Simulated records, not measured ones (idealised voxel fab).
A process module follows: voxel capacitor over wiring.
Square cell edge 5 nm, section width 150 nm, ID cut.
Cross-section layout: square cells on a grid; listed as bands, top to bottom; a band spans one or more cell rows. The band entry comprises the height of the band's top followed by the height of its bottom, expressed in nm, and subsequently the band's materials from left to right, each stated together with its width in nm. Where a single material is marked with the word "all across", that material fills the band from edge to edge. The word "empty" represents empty space. Convention: height 0 is the level below which the wafer, as received, is all one material. The lowest band does not terminate at the bottom but continues downward, represented as "top 0, no bottom". Per-row width for "30 to 40": begins at first number (top row of band), ends at second number (bottom row), increment between rows held constant. "left unchanged" (step): cross-section cells unchanged, all of them. Entry "Closed empty spaces". Content: empty spaces with no open connection to the top, size 8 cells or greater. Each: width x height at distance. Distance: from left edge. Unit: nm. Formally, on a step line, whatever follows the settings is a remark that the simulator itself makes on the step. overlay nm: mask right of planned place by this much (step with mask). Neg. = left. Below you will find pairs of cross-sections. In each, one shows the wafer before one process step and the other after it, with the after view ending at the lowest band that changed. Under each pair is the step separating them, along with its settings. Do not assume the pairs form a chain: they can come from different runs of this module on the same starting wafer, and a pair continues from the pair above it only when its "Preceding state" entry says so.

### Preceding state
	top 0, no bottom = Si all across
	Closed empty spaces: none

### Resulting Cross-Section
	top 15, bottom 0 = SiO2 all across
	Under 0: no change, same as before.
	Closed empty spaces: none
What step was run between the cross-section before it and the cross-section after it, both above? CONFORMAL_DEP,material SiO2,thk nm 15

Preceding state: see the after view in the pair directly above.

### Resulting Cross-Section
	top 20, bottom 15 = SiN all across
	Under 15: no change, same as before.
	Closed empty spaces: none
What step was run between the cross-section before it and the cross-section after it, both above? CONFORMAL_DEP,material SiN,thk nm 5

Preceding state: see the after view in the pair directly above.

### Resulting Cross-Section
	top 45, bottom 20 = lowk all across
	Under 20: no change, same as before.
	Closed empty spaces: none
What step was run between the cross-section before it and the cross-section after it, both above? DIRECTIONAL_DEP,material lowk,thk nm 25

Preceding state: see the after view in the pair directly above.

### Resulting Cross-Section
	top 65, bottom 45 = 15 resist | 25 empty | 70 resist | 25 empty | 15 resist
	Under 45: no change, same as before.
	Closed empty spaces: none
What step was run between the cross-section before it and the cross-section after it, both above? PATTERN,tone open,mask id METAL_1,material resist,width nm 25,pitch nm 95,thk nm 20,overlay nm 0

Preceding state: see the after view in the pair directly above.

### Resulting Cross-Section
	top 65, bottom 45 = 15 resist | 25 empty | 70 resist | 25 empty | 15 resist
	top 45, bottom 20 = 15 lowk | 25 empty | 70 lowk | 25 empty | 15 lowk
	Under 20: no change, same as before.
	Closed empty spaces: none
What step was run between the cross-section before it and the cross-section after it, both above? DIRECTIONAL_ETCH,etch materials lowk,depth nm 25

Preceding state: see the after view in the pair directly above.

### Resulting Cross-Section
	top 65, bottom 45 = 15 resist | 25 empty | 70 resist | 25 empty | 15 resist
	top 45, bottom 20 = 15 lowk | 25 empty | 70 lowk | 25 empty | 15 lowk
	top 20, bottom 15 = 15 SiN | 25 empty | 70 SiN | 25 empty | 15 SiN
	Under 15: no change, same as before.
	Closed empty spaces: none
What step was run between the cross-section before it and the cross-section after it, both above? DIRECTIONAL_ETCH,etch materials SiN,depth nm 5

Preceding state: see the after view in the pair directly above.

### Resulting Cross-Section
	top 45, bottom 20 = 15 lowk | 25 empty | 70 lowk | 25 empty | 15 lowk
	Under 20: no change, same as before.
	Closed empty spaces: none
What step was run between the cross-section before it and the cross-section after it, both above? STRIP,etch materials resist

Preceding state: see the after view in the pair directly above.

### Resulting Cross-Section
	top 50, bottom 45 = 20 TiN | 15 empty | 80 TiN | 15 empty | 20 TiN
	top 45, bottom 20 = 15 lowk | 5 TiN | 15 empty | 5 TiN | 70 lowk | 5 TiN | 15 empty | 5 TiN | 15 lowk
	top 20, bottom 15 = 15 SiN | 25 TiN | 70 SiN | 25 TiN | 15 SiN
	Under 15: no change, same as before.
	Closed empty spaces: none
What step was run between the cross-section before it and the cross-section after it, both above? CONFORMAL_DEP,material TiN,thk nm 5

Preceding state: see the after view in the pair directly above.

### Resulting Cross-Section
	top 60, bottom 50 = Cu all across
	top 50, bottom 45 = 20 TiN | 15 Cu | 80 TiN | 15 Cu | 20 TiN
	top 45, bottom 20 = 15 lowk | 5 TiN | 15 Cu | 5 TiN | 70 lowk | 5 TiN | 15 Cu | 5 TiN | 15 lowk
	Under 20: no change, same as before.
	Closed empty spaces: none
What step was run between the cross-section before it and the cross-section after it, both above? FILL_DEP,material Cu,thk nm 10

Preceding state: see the after view in the pair directly above.

### Resulting Cross-Section
	top 45, bottom 20 = 15 lowk | 5 TiN | 15 Cu | 5 TiN | 70 lowk | 5 TiN | 15 Cu | 5 TiN | 15 lowk
	Under 20: no change, same as before.
	Closed empty spaces: none
What step was run between the cross-section before it and the cross-section after it, both above? CMP,height nm 45

Preceding state: see the after view in the pair directly above.

### Resulting Cross-Section
	top 50, bottom 45 = SiCN all across
	Under 45: no change, same as before.
	Closed empty spaces: none
What step was run between the cross-section before it and the cross-section after it, both above? CONFORMAL_DEP,material SiCN,thk nm 5

Preceding state: see the after view in the pair directly above.

### Resulting Cross-Section
	top 70, bottom 50 = lowk all across
	Under 50: no change, same as before.
	Closed empty spaces: none
What step was run between the cross-section before it and the cross-section after it, both above? DIRECTIONAL_DEP,material lowk,thk nm 20

Preceding state: see the after view in the pair directly above.

### Resulting Cross-Section
	top 85, bottom 70 = aC all across
	Under 70: no change, same as before.
	Closed empty spaces: none
What step was run between the cross-section before it and the cross-section after it, both above? DIRECTIONAL_DEP,material aC,thk nm 15

Preceding state: see the after view in the pair directly above.

### Resulting Cross-Section
	top 120, bottom 85 = 25 resist | 15 empty | 110 resist
	Under 85: no change, same as before.
	Closed empty spaces: none
What step was run between the cross-section before it and the cross-section after it, both above? PATTERN,tone open,mask id PLUG_1,material resist,width nm 15,thk nm 35,overlay nm 0

Preceding state: see the after view in the pair directly above.

### Resulting Cross-Section
	top 105, bottom 85 = 25 resist | 15 empty | 110 resist
	top 85, bottom 70 = 25 aC | 15 empty | 110 aC
	Under 70: no change, same as before.
	Closed empty spaces: none
What step was run between the cross-section before it and the cross-section after it, both above? DIRECTIONAL_ETCH,etch materials aC,depth nm 15

Preceding state: see the after view in the pair directly above.

### Resulting Cross-Section
	top 85, bottom 70 = 25 aC | 15 empty | 110 aC
	Under 70: no change, same as before.
	Closed empty spaces: none
What step was run between the cross-section before it and the cross-section after it, both above? STRIP,etch materials resist

Preceding state: see the after view in the pair directly above.

### Resulting Cross-Section
	top 85, bottom 70 = 25 aC | 15 empty | 110 aC
	top 70, bottom 50 = 25 lowk | 15 empty | 110 lowk
	Under 50: no change, same as before.
	Closed empty spaces: none
What step was run between the cross-section before it and the cross-section after it, both above? DIRECTIONAL_ETCH,etch materials lowk,depth nm 20

Preceding state: see the after view in the pair directly above.

### Resulting Cross-Section
	top 85, bottom 70 = 25 aC | 15 empty | 110 aC
	top 70, bottom 50 = 25 lowk | 15 empty | 110 lowk
	top 50, bottom 45 = 25 SiCN | 15 empty | 110 SiCN
	Under 45: no change, same as before.
	Closed empty spaces: none
What step was run between the cross-section before it and the cross-section after it, both above? DIRECTIONAL_ETCH,etch materials SiCN,depth nm 5

Preceding state: see the after view in the pair directly above.

### Resulting Cross-Section
	top 70, bottom 50 = 25 lowk | 15 empty | 110 lowk
	Under 50: no change, same as before.
	Closed empty spaces: none
What step was run between the cross-section before it and the cross-section after it, both above? STRIP,etch materials aC

Preceding state: see the after view in the pair directly above.

### Resulting Cross-Section
	top 75, bottom 70 = 30 TiN | 5 empty | 115 TiN
	top 70, bottom 50 = 25 lowk | 5 TiN | 5 empty | 5 TiN | 110 lowk
	top 50, bottom 45 = 25 SiCN | 15 TiN | 110 SiCN
	Under 45: no change, same as before.
	Closed empty spaces: none
What step was run between the cross-section before it and the cross-section after it, both above? CONFORMAL_DEP,material TiN,thk nm 5

Preceding state: see the after view in the pair directly above.

### Resulting Cross-Section
	top 85, bottom 75 = Ru all across
	top 75, bottom 70 = 30 TiN | 5 Ru | 115 TiN
	top 70, bottom 50 = 25 lowk | 5 TiN | 5 Ru | 5 TiN | 110 lowk
	Under 50: no change, same as before.
	Closed empty spaces: none
What step was run between the cross-section before it and the cross-section after it, both above? FILL_DEP,material Ru,thk nm 10

Preceding state: see the after view in the pair directly above.

### Resulting Cross-Section
	top 70, bottom 50 = 25 lowk | 5 TiN | 5 Ru | 5 TiN | 110 lowk
	Under 50: no change, same as before.
	Closed empty spaces: none
What step was run between the cross-section before it and the cross-section after it, both above? CMP,height nm 70

Preceding state: see the after view in the pair directly above.

### Resulting Cross-Section
	top 75, bottom 70 = TiN all across
	Under 70: no change, same as before.
	Closed empty spaces: none
What step was run between the cross-section before it and the cross-section after it, both above? DIRECTIONAL_DEP,material TiN,thk nm 5

Preceding state: see the after view in the pair directly above.

### Resulting Cross-Section
	top 80, bottom 75 = Al2O3 all across
	Under 75: no change, same as before.
	Closed empty spaces: none
What step was run between the cross-section before it and the cross-section after it, both above? DIRECTIONAL_DEP,material Al2O3,thk nm 5

Preceding state: see the after view in the pair directly above.

### Resulting Cross-Section
	top 90, bottom 80 = TiN all across
	Under 80: no change, same as before.
	Closed empty spaces: none
What step was run between the cross-section before it and the cross-section after it, both above? DIRECTIONAL_DEP,material TiN,thk nm 10

Preceding state: see the after view in the pair directly above.

### Resulting Cross-Section
	top 100, bottom 90 = aC all across
	Under 90: no change, same as before.
	Closed empty spaces: none
What step was run between the cross-section before it and the cross-section after it, both above? DIRECTIONAL_DEP,material aC,thk nm 10

Preceding state: see the after view in the pair directly above.

### Resulting Cross-Section
	top 130, bottom 100 = 25 empty | 75 resist | 50 empty
	Under 100: no change, same as before.
	Closed empty spaces: none
What step was run between the cross-section before it and the cross-section after it, both above? PATTERN,tone cover,mask id UPPER_PLATE,material resist,width nm 75,thk nm 30,overlay nm 0

Preceding state: see the after view in the pair directly above.

### Resulting Cross-Section
	top 120, bottom 100 = 25 empty | 75 resist | 50 empty
	top 100, bottom 90 = 25 empty | 75 aC | 50 empty
	Under 90: no change, same as before.
	Closed empty spaces: none
What step was run between the cross-section before it and the cross-section after it, both above? DIRECTIONAL_ETCH,etch materials aC,depth nm 10

Preceding state: see the after view in the pair directly above.

### Resulting Cross-Section
	top 100, bottom 90 = 25 empty | 75 aC | 50 empty
	Under 90: no change, same as before.
	Closed empty spaces: none
What step was run between the cross-section before it and the cross-section after it, both above? STRIP,etch materials resist

Preceding state: see the after view in the pair directly above.

### Resulting Cross-Section
	top 100, bottom 90 = 25 empty | 75 aC | 50 empty
	top 90, bottom 80 = 25 empty | 75 TiN | 50 empty
	Under 80: no change, same as before.
	Closed empty spaces: none
What step was run between the cross-section before it and the cross-section after it, both above? DIRECTIONAL_ETCH,etch materials TiN,depth nm 10

Preceding state: see the after view in the pair directly above.

### Resulting Cross-Section
	top 100, bottom 90 = 25 empty | 75 aC | 50 empty
	top 90, bottom 80 = 25 empty | 75 TiN | 50 empty
	top 80, bottom 75 = 25 empty | 75 Al2O3 | 50 empty
	Under 75: no change, same as before.
	Closed empty spaces: none
What step was run between the cross-section before it and the cross-section after it, both above? DIRECTIONAL_ETCH,etch materials Al2O3,depth nm 5

Preceding state: see the after view in the pair directly above.

### Resulting Cross-Section
	top 90, bottom 80 = 25 empty | 75 TiN | 50 empty
	Under 80: no change, same as before.
	Closed empty spaces: none
What step was run between the cross-section before it and the cross-section after it, both above? STRIP,etch materials aC

Preceding state: see the after view in the pair directly above.

### Resulting Cross-Section
	top 90, bottom 80 = 25 empty | 75 TiN | 50 empty
	top 80, bottom 75 = 25 empty | 75 Al2O3 | 50 empty
	top 75, bottom 70 = 20 empty | 85 TiN | 45 empty
	Under 70: no change, same as before.
	Closed empty spaces: none
What step was run between the cross-section before it and the cross-section after it, both above? MASKED_ETCH,tone cover,mask id LOWER_PLATE,width nm 85,etch materials TiN,depth nm 5,overlay nm 0

Preceding state: see the after view in the pair directly above.

### Resulting Cross-Section
	top 110, bottom 90 = SiO2 all across
	top 90, bottom 80 = 25 SiO2 | 75 TiN | 50 SiO2
	top 80, bottom 75 = 25 SiO2 | 75 Al2O3 | 50 SiO2
	top 75, bottom 70 = 20 SiO2 | 85 TiN | 45 SiO2
	Under 70: no change, same as before.
	Closed empty spaces: none
What step was run between the cross-section before it and the cross-section after it, both above? FILL_DEP,material SiO2,thk nm 20

Preceding state: see the after view in the pair directly above.

### Resulting Cross-Section
	top 105, bottom 90 = SiO2 all across
	Under 90: no change, same as before.
	Closed empty spaces: none
What step was run between the cross-section before it and the cross-section after it, both above? CMP,height nm 105

Preceding state: see the after view in the pair directly above.

### Resulting Cross-Section
	top 120, bottom 105 = aC all across
	Under 105: no change, same as before.
	Closed empty spaces: none
What step was run between the cross-section before it and the cross-section after it, both above? DIRECTIONAL_DEP,material aC,thk nm 15

Preceding state: see the after view in the pair directly above.

### Resulting Cross-Section
	top 150, bottom 120 = 35 resist | 15 empty | 100 resist
	Under 120: no change, same as before.
	Closed empty spaces: none
What step was run between the cross-section before it and the cross-section after it, both above? PATTERN,tone open,mask id PLUG_2,material resist,width nm 15,thk nm 30,overlay nm 0

Preceding state: see the after view in the pair directly above.

### Resulting Cross-Section
	top 135, bottom 120 = 35 resist | 15 empty | 100 resist
	top 120, bottom 105 = 35 aC | 15 empty | 100 aC
	Under 105: no change, same as before.
	Closed empty spaces: none
What step was run between the cross-section before it and the cross-section after it, both above? DIRECTIONAL_ETCH,etch materials aC,depth nm 15

Preceding state: see the after view in the pair directly above.

### Resulting Cross-Section
	top 120, bottom 105 = 35 aC | 15 empty | 100 aC
	Under 105: no change, same as before.
	Closed empty spaces: none
What step was run between the cross-section before it and the cross-section after it, both above? STRIP,etch materials resist

Preceding state: see the after view in the pair directly above.

### Resulting Cross-Section
	top 120, bottom 105 = 35 aC | 15 empty | 100 aC
	top 105, bottom 90 = 35 SiO2 | 15 empty | 100 SiO2
	Under 90: no change, same as before.
	Closed empty spaces: none
What step was run between the cross-section before it and the cross-section after it, both above? DIRECTIONAL_ETCH,etch materials SiO2,depth nm 15

Preceding state: see the after view in the pair directly above.

### Resulting Cross-Section
	top 105, bottom 90 = 35 SiO2 | 15 empty | 100 SiO2
	Under 90: no change, same as before.
	Closed empty spaces: none
What step was run between the cross-section before it and the cross-section after it, both above? STRIP,etch materials aC

Preceding state: see the after view in the pair directly above.

### Resulting Cross-Section
	top 110, bottom 105 = 40 TiN | 5 empty | 105 TiN
	top 105, bottom 95 = 35 SiO2 | 5 TiN | 5 empty | 5 TiN | 100 SiO2
	top 95, bottom 90 = 35 SiO2 | 15 TiN | 100 SiO2
	Under 90: no change, same as before.
	Closed empty spaces: none
What step was run between the cross-section before it and the cross-section after it, both above? CONFORMAL_DEP,material TiN,thk nm 5

Preceding state: see the after view in the pair directly above.

### Resulting Cross-Section
	top 120, bottom 110 = Cu all across
	top 110, bottom 105 = 40 TiN | 5 Cu | 105 TiN
	top 105, bottom 95 = 35 SiO2 | 5 TiN | 5 Cu | 5 TiN | 100 SiO2
	Under 95: no change, same as before.
	Closed empty spaces: none
What step was run between the cross-section before it and the cross-section after it, both above? FILL_DEP,material Cu,thk nm 10

Preceding state: see the after view in the pair directly above.

### Resulting Cross-Section
	top 105, bottom 95 = 35 SiO2 | 5 TiN | 5 Cu | 5 TiN | 100 SiO2
	Under 95: no change, same as before.
	Closed empty spaces: none
What step was run between the cross-section before it and the cross-section after it, both above? CMP,height nm 105

Preceding state: see the after view in the pair directly above.

### Resulting Cross-Section
	top 110, bottom 105 = SiN all across
	Under 105: no change, same as before.
	Closed empty spaces: none
What step was run between the cross-section before it and the cross-section after it, both above? CONFORMAL_DEP,material SiN,thk nm 5

### Preceding state
	top 0, no bottom = Si all across
	Closed empty spaces: none

### Resulting Cross-Section
	top 5, bottom 0 = SiN all across
	Under 0: no change, same as before.
	Closed empty spaces: none
What step was run between the cross-section before it and the cross-section after it, both above? CONFORMAL_DEP,material SiN,thk nm 5

Preceding state: see the after view in the pair directly above.

### Resulting Cross-Section
	top 30, bottom 5 = lowk all across
	Under 5: no change, same as before.
	Closed empty spaces: none
What step was run between the cross-section before it and the cross-section after it, both above? DIRECTIONAL_DEP,material lowk,thk nm 25

Preceding state: see the after view in the pair directly above.

### Resulting Cross-Section
	top 50, bottom 30 = 15 resist | 25 empty | 70 resist | 25 empty | 15 resist
	Under 30: no change, same as before.
	Closed empty spaces: none
What step was run between the cross-section before it and the cross-section after it, both above? PATTERN,tone open,mask id METAL_1,material resist,width nm 25,pitch nm 95,thk nm 20,overlay nm 0

Preceding state: see the after view in the pair directly above.

### Resulting Cross-Section
	top 50, bottom 30 = 15 resist | 25 empty | 70 resist | 25 empty | 15 resist
	top 30, bottom 5 = 15 lowk | 25 empty | 70 lowk | 25 empty | 15 lowk
	Under 5: no change, same as before.
	Closed empty spaces: none
What step was run between the cross-section before it and the cross-section after it, both above? DIRECTIONAL_ETCH,etch materials lowk,depth nm 25

Preceding state: see the after view in the pair directly above.

### Resulting Cross-Section
	top 50, bottom 30 = 15 resist | 25 empty | 70 resist | 25 empty | 15 resist
	top 30, bottom 5 = 15 lowk | 25 empty | 70 lowk | 25 empty | 15 lowk
	top 5, bottom 0 = 15 SiN | 25 empty | 70 SiN | 25 empty | 15 SiN
	Under 0: no change, same as before.
	Closed empty spaces: none
What step was run between the cross-section before it and the cross-section after it, both above? DIRECTIONAL_ETCH,etch materials SiN,depth nm 5

Preceding state: see the after view in the pair directly above.

### Resulting Cross-Section
	top 30, bottom 5 = 15 lowk | 25 empty | 70 lowk | 25 empty | 15 lowk
	Under 5: no change, same as before.
	Closed empty spaces: none
What step was run between the cross-section before it and the cross-section after it, both above? STRIP,etch materials resist

Preceding state: see the after view in the pair directly above.

### Resulting Cross-Section
	top 35, bottom 30 = 20 TiN | 15 empty | 80 TiN | 15 empty | 20 TiN
	top 30, bottom 5 = 15 lowk | 5 TiN | 15 empty | 5 TiN | 70 lowk | 5 TiN | 15 empty | 5 TiN | 15 lowk
	top 5, bottom 0 = 15 SiN | 25 TiN | 70 SiN | 25 TiN | 15 SiN
	Under 0: no change, same as before.
	Closed empty spaces: none
What step was run between the cross-section before it and the cross-section after it, both above? CONFORMAL_DEP,material TiN,thk nm 5

Preceding state: see the after view in the pair directly above.

### Resulting Cross-Section
	top 45, bottom 35 = Cu all across
	top 35, bottom 30 = 20 TiN | 15 Cu | 80 TiN | 15 Cu | 20 TiN
	top 30, bottom 5 = 15 lowk | 5 TiN | 15 Cu | 5 TiN | 70 lowk | 5 TiN | 15 Cu | 5 TiN | 15 lowk
	Under 5: no change, same as before.
	Closed empty spaces: none
What step was run between the cross-section before it and the cross-section after it, both above? FILL_DEP,material Cu,thk nm 10

Preceding state: see the after view in the pair directly above.

### Resulting Cross-Section
	top 50, bottom 45 = SiCN all across
	Under 45: no change, same as before.
	Closed empty spaces: none
What step was run between the cross-section before it and the cross-section after it, both above? CONFORMAL_DEP,material SiCN,thk nm 5

Preceding state: see the after view in the pair directly above.

### Resulting Cross-Section
	top 70, bottom 50 = lowk all across
	Under 50: no change, same as before.
	Closed empty spaces: none
What step was run between the cross-section before it and the cross-section after it, both above? DIRECTIONAL_DEP,material lowk,thk nm 20

Preceding state: see the after view in the pair directly above.

### Resulting Cross-Section
	top 85, bottom 70 = aC all across
	Under 70: no change, same as before.
	Closed empty spaces: none
What step was run between the cross-section before it and the cross-section after it, both above? DIRECTIONAL_DEP,material aC,thk nm 15

Preceding state: see the after view in the pair directly above.

### Resulting Cross-Section
	top 120, bottom 85 = 25 resist | 15 empty | 110 resist
	Under 85: no change, same as before.
	Closed empty spaces: none
What step was run between the cross-section before it and the cross-section after it, both above? PATTERN,tone open,mask id PLUG_1,material resist,width nm 15,thk nm 35,overlay nm 0

Preceding state: see the after view in the pair directly above.

### Resulting Cross-Section
	top 105, bottom 85 = 25 resist | 15 empty | 110 resist
	top 85, bottom 70 = 25 aC | 15 empty | 110 aC
	Under 70: no change, same as before.
	Closed empty spaces: none
What step was run between the cross-section before it and the cross-section after it, both above? DIRECTIONAL_ETCH,etch materials aC,depth nm 15

Preceding state: see the after view in the pair directly above.

### Resulting Cross-Section
	top 85, bottom 70 = 25 aC | 15 empty | 110 aC
	Under 70: no change, same as before.
	Closed empty spaces: none
What step was run between the cross-section before it and the cross-section after it, both above? STRIP,etch materials resist

Preceding state: see the after view in the pair directly above.

### Resulting Cross-Section
	top 85, bottom 70 = 25 aC | 15 empty | 110 aC
	top 70, bottom 50 = 25 lowk | 15 empty | 110 lowk
	Under 50: no change, same as before.
	Closed empty spaces: none
What step was run between the cross-section before it and the cross-section after it, both above? DIRECTIONAL_ETCH,etch materials lowk,depth nm 20

Preceding state: see the after view in the pair directly above.

### Resulting Cross-Section
	top 85, bottom 70 = 25 aC | 15 empty | 110 aC
	top 70, bottom 50 = 25 lowk | 15 empty | 110 lowk
	top 50, bottom 45 = 25 SiCN | 15 empty | 110 SiCN
	Under 45: no change, same as before.
	Closed empty spaces: none
What step was run between the cross-section before it and the cross-section after it, both above? DIRECTIONAL_ETCH,etch materials SiCN,depth nm 5

Preceding state: see the after view in the pair directly above.

### Resulting Cross-Section
	top 70, bottom 50 = 25 lowk | 15 empty | 110 lowk
	Under 50: no change, same as before.
	Closed empty spaces: none
What step was run between the cross-section before it and the cross-section after it, both above? STRIP,etch materials aC

Preceding state: see the after view in the pair directly above.

### Resulting Cross-Section
	top 75, bottom 70 = 30 TiN | 5 empty | 115 TiN
	top 70, bottom 50 = 25 lowk | 5 TiN | 5 empty | 5 TiN | 110 lowk
	top 50, bottom 45 = 25 SiCN | 15 TiN | 110 SiCN
	Under 45: no change, same as before.
	Closed empty spaces: none
What step was run between the cross-section before it and the cross-section after it, both above? CONFORMAL_DEP,material TiN,thk nm 5

Preceding state: see the after view in the pair directly above.

### Resulting Cross-Section
	top 85, bottom 75 = Ru all across
	top 75, bottom 70 = 30 TiN | 5 Ru | 115 TiN
	top 70, bottom 50 = 25 lowk | 5 TiN | 5 Ru | 5 TiN | 110 lowk
	Under 50: no change, same as before.
	Closed empty spaces: none
What step was run between the cross-section before it and the cross-section after it, both above? FILL_DEP,material Ru,thk nm 10

Preceding state: see the after view in the pair directly above.

### Resulting Cross-Section
	top 70, bottom 50 = 25 lowk | 5 TiN | 5 Ru | 5 TiN | 110 lowk
	Under 50: no change, same as before.
	Closed empty spaces: none
What step was run between the cross-section before it and the cross-section after it, both above? CMP,height nm 70

Preceding state: see the after view in the pair directly above.

### Resulting Cross-Section
	top 75, bottom 70 = TiN all across
	Under 70: no change, same as before.
	Closed empty spaces: none
What step was run between the cross-section before it and the cross-section after it, both above? DIRECTIONAL_DEP,material TiN,thk nm 5

Preceding state: see the after view in the pair directly above.

### Resulting Cross-Section
	top 80, bottom 75 = Al2O3 all across
	Under 75: no change, same as before.
	Closed empty spaces: none
What step was run between the cross-section before it and the cross-section after it, both above? DIRECTIONAL_DEP,material Al2O3,thk nm 5

Preceding state: see the after view in the pair directly above.

### Resulting Cross-Section
	top 90, bottom 80 = TiN all across
	Under 80: no change, same as before.
	Closed empty spaces: none
What step was run between the cross-section before it and the cross-section after it, both above? DIRECTIONAL_DEP,material TiN,thk nm 10

Preceding state: see the after view in the pair directly above.

### Resulting Cross-Section
	top 100, bottom 90 = aC all across
	Under 90: no change, same as before.
	Closed empty spaces: none
What step was run between the cross-section before it and the cross-section after it, both above? DIRECTIONAL_DEP,material aC,thk nm 10

Preceding state: see the after view in the pair directly above.

### Resulting Cross-Section
	top 130, bottom 100 = 25 empty | 75 resist | 50 empty
	Under 100: no change, same as before.
	Closed empty spaces: none
What step was run between the cross-section before it and the cross-section after it, both above? PATTERN,tone cover,mask id UPPER_PLATE,material resist,width nm 75,thk nm 30,overlay nm 0

Preceding state: see the after view in the pair directly above.

### Resulting Cross-Section
	top 120, bottom 100 = 25 empty | 75 resist | 50 empty
	top 100, bottom 90 = 25 empty | 75 aC | 50 empty
	Under 90: no change, same as before.
	Closed empty spaces: none
What step was run between the cross-section before it and the cross-section after it, both above? DIRECTIONAL_ETCH,etch materials aC,depth nm 10

Preceding state: see the after view in the pair directly above.

### Resulting Cross-Section
	top 100, bottom 90 = 25 empty | 75 aC | 50 empty
	Under 90: no change, same as before.
	Closed empty spaces: none
What step was run between the cross-section before it and the cross-section after it, both above? STRIP,etch materials resist

Preceding state: see the after view in the pair directly above.

### Resulting Cross-Section
	top 100, bottom 90 = 25 empty | 75 aC | 50 empty
	top 90, bottom 80 = 25 empty | 75 TiN | 50 empty
	Under 80: no change, same as before.
	Closed empty spaces: none
What step was run between the cross-section before it and the cross-section after it, both above? DIRECTIONAL_ETCH,etch materials TiN,depth nm 10

Preceding state: see the after view in the pair directly above.

### Resulting Cross-Section
	top 100, bottom 90 = 25 empty | 75 aC | 50 empty
	top 90, bottom 80 = 25 empty | 75 TiN | 50 empty
	top 80, bottom 75 = 25 empty | 75 Al2O3 | 50 empty
	Under 75: no change, same as before.
	Closed empty spaces: none
What step was run between the cross-section before it and the cross-section after it, both above? DIRECTIONAL_ETCH,etch materials Al2O3,depth nm 5

Preceding state: see the after view in the pair directly above.

### Resulting Cross-Section
	top 90, bottom 80 = 25 empty | 75 TiN | 50 empty
	Under 80: no change, same as before.
	Closed empty spaces: none
What step was run between the cross-section before it and the cross-section after it, both above? STRIP,etch materials aC

Preceding state: see the after view in the pair directly above.

### Resulting Cross-Section
	top 90, bottom 80 = 25 empty | 75 TiN | 50 empty
	top 80, bottom 75 = 25 empty | 75 Al2O3 | 50 empty
	top 75, bottom 70 = 20 empty | 85 TiN | 45 empty
	Under 70: no change, same as before.
	Closed empty spaces: none
What step was run between the cross-section before it and the cross-section after it, both above? MASKED_ETCH,tone cover,mask id LOWER_PLATE,width nm 85,etch materials TiN,depth nm 5,overlay nm 0

Preceding state: see the after view in the pair directly above.

### Resulting Cross-Section
	top 110, bottom 90 = SiO2 all across
	top 90, bottom 80 = 25 SiO2 | 75 TiN | 50 SiO2
	top 80, bottom 75 = 25 SiO2 | 75 Al2O3 | 50 SiO2
	top 75, bottom 70 = 20 SiO2 | 85 TiN | 45 SiO2
	Under 70: no change, same as before.
	Closed empty spaces: none
What step was run between the cross-section before it and the cross-section after it, both above? FILL_DEP,material SiO2,thk nm 20

Preceding state: see the after view in the pair directly above.

### Resulting Cross-Section
	top 105, bottom 90 = SiO2 all across
	Under 90: no change, same as before.
	Closed empty spaces: none
What step was run between the cross-section before it and the cross-section after it, both above? CMP,height nm 105

Preceding state: see the after view in the pair directly above.

### Resulting Cross-Section
	top 120, bottom 105 = aC all across
	Under 105: no change, same as before.
	Closed empty spaces: none
What step was run between the cross-section before it and the cross-section after it, both above? DIRECTIONAL_DEP,material aC,thk nm 15

Preceding state: see the after view in the pair directly above.

### Resulting Cross-Section
	top 150, bottom 120 = 35 resist | 15 empty | 100 resist
	Under 120: no change, same as before.
	Closed empty spaces: none
What step was run between the cross-section before it and the cross-section after it, both above? PATTERN,tone open,mask id PLUG_2,material resist,width nm 15,thk nm 30,overlay nm 0

Preceding state: see the after view in the pair directly above.

### Resulting Cross-Section
	top 135, bottom 120 = 35 resist | 15 empty | 100 resist
	top 120, bottom 105 = 35 aC | 15 empty | 100 aC
	Under 105: no change, same as before.
	Closed empty spaces: none
What step was run between the cross-section before it and the cross-section after it, both above? DIRECTIONAL_ETCH,etch materials aC,depth nm 15

Preceding state: see the after view in the pair directly above.

### Resulting Cross-Section
	top 120, bottom 105 = 35 aC | 15 empty | 100 aC
	Under 105: no change, same as before.
	Closed empty spaces: none
What step was run between the cross-section before it and the cross-section after it, both above? STRIP,etch materials resist

Preceding state: see the after view in the pair directly above.

### Resulting Cross-Section
	top 120, bottom 105 = 35 aC | 15 empty | 100 aC
	top 105, bottom 90 = 35 SiO2 | 15 empty | 100 SiO2
	Under 90: no change, same as before.
	Closed empty spaces: none
What step was run between the cross-section before it and the cross-section after it, both above? DIRECTIONAL_ETCH,etch materials SiO2,depth nm 15

Preceding state: see the after view in the pair directly above.

### Resulting Cross-Section
	top 105, bottom 90 = 35 SiO2 | 15 empty | 100 SiO2
	Under 90: no change, same as before.
	Closed empty spaces: none
What step was run between the cross-section before it and the cross-section after it, both above? STRIP,etch materials aC

Preceding state: see the after view in the pair directly above.

### Resulting Cross-Section
	top 110, bottom 105 = 40 TiN | 5 empty | 105 TiN
	top 105, bottom 95 = 35 SiO2 | 5 TiN | 5 empty | 5 TiN | 100 SiO2
	top 95, bottom 90 = 35 SiO2 | 15 TiN | 100 SiO2
	Under 90: no change, same as before.
	Closed empty spaces: none
What step was run between the cross-section before it and the cross-section after it, both above? CONFORMAL_DEP,material TiN,thk nm 5

Preceding state: see the after view in the pair directly above.

### Resulting Cross-Section
	top 120, bottom 110 = Cu all across
	top 110, bottom 105 = 40 TiN | 5 Cu | 105 TiN
	top 105, bottom 95 = 35 SiO2 | 5 TiN | 5 Cu | 5 TiN | 100 SiO2
	Under 95: no change, same as before.
	Closed empty spaces: none
What step was run between the cross-section before it and the cross-section after it, both above? FILL_DEP,material Cu,thk nm 10

Preceding state: see the after view in the pair directly above.

### Resulting Cross-Section
	top 105, bottom 95 = 35 SiO2 | 5 TiN | 5 Cu | 5 TiN | 100 SiO2
	Under 95: no change, same as before.
	Closed empty spaces: none
What step was run between the cross-section before it and the cross-section after it, both above? CMP,height nm 105

Preceding state: see the after view in the pair directly above.

### Resulting Cross-Section
	top 110, bottom 105 = SiN all across
	Under 105: no change, same as before.
	Closed empty spaces: none
What step was run between the cross-section before it and the cross-section after it, both above? CONFORMAL_DEP,material SiN,thk nm 5

### Preceding state
	top 15, bottom 0 = SiO2 all across
	top 0, no bottom = Si all across
	Closed empty spaces: none

### Resulting Cross-Section
	top 30, bottom 0 = SiO2 all across
	Under 0: no change, same as before.
	Closed empty spaces: none
What step was run between the cross-section before it and the cross-section after it, both above? CONFORMAL_DEP,material SiO2,thk nm 15

Preceding state: see the after view in the pair directly above.

### Resulting Cross-Section
	top 35, bottom 30 = SiN all across
	Under 30: no change, same as before.
	Closed empty spaces: none
What step was run between the cross-section before it and the cross-section after it, both above? CONFORMAL_DEP,material SiN,thk nm 5
